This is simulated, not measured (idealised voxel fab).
The process module presented herein is designated voxel double patterning.
Displayed cross-section: cut, width of 280 nm, square cells sized 5 nm.
Cross-section layout: square cells on a grid; listed as bands, top to bottom; a band spans one or more cell rows.
Band: top and bottom heights (nm) first, top before bottom; then materials from left to right, widths in nm. "all across" marks a sole material filling the band edge to edge. "air" denotes empty space.
Beneath 0, the wafer as received is one material, and that level is where height counting begins. The lowest band goes on downward without a bottom; it is written like "0..down".
The expression "30..40" gives the width at the extremes of the band, the first number at its top row of cells and the second at its bottom row, with the width changing by equal amounts from each row to the next in between.
"no modification" means the step left every cell of the cross-section as it was.
Voids not open to the top, 8 cells minimum: see "Enclosed cavity list". Written width x height at distance; distance is from the left edge; nm.
Anything after a step's settings on that line? It's the simulator's own note about the step.
Steps that use a mask can have "overlay nm" on their line. It says how far the mask sat to the right of where it was meant to be. Negative means to the left.

Planned step list for the process:
- 1: RECEIVE | material Si
- 2: CONFORMAL_DEP | material SiN | thk nm 10
- 3: DIRECTIONAL_DEP | material SiO2 | thk nm 20
- 4: DIRECTIONAL_DEP | material SiCN | thk nm 10
- 5: MASKED_ETCH | tone open | mask id FIRST | width nm 15 | pitch nm 50 | etch materials SiCN | depth nm 10 | overlay nm -15
- 6: MASKED_ETCH | tone open | mask id SECOND | width nm 15 | pitch nm 50 | etch materials SiCN | depth nm 10 | overlay nm 0
- 7: DIRECTIONAL_ETCH | etch materials SiO2 | depth nm 20
- 8: STRIP | etch materials SiCN
Variable across wafers: step 5 overlay nm (plan value is that of the first wafer; starting state common to all).

First wafer of several, as received: cross-section after step 1:
* 0..down: Si all across
* Enclosed cavity list: none

Wafer rows, end of module: cells per material gained (+) or lost (-) since receipt; closed voids last:
overlay nm -15 | +112 SiN | +172 SiO2 | Enclosed cavity list: none
overlay nm -10 | +112 SiN | +164 SiO2 | Enclosed cavity list: none
overlay nm -5 | +112 SiN | +164 SiO2 | Enclosed cavity list: none
overlay nm 0 | +112 SiN | +164 SiO2 | Enclosed cavity list: none
overlay nm 5 | +112 SiN | +164 SiO2 | Enclosed cavity list: none
overlay nm 10 | +112 SiN | +164 SiO2 | Enclosed cavity list: none
overlay nm 15 | +112 SiN | +172 SiO2 | Enclosed cavity list: none
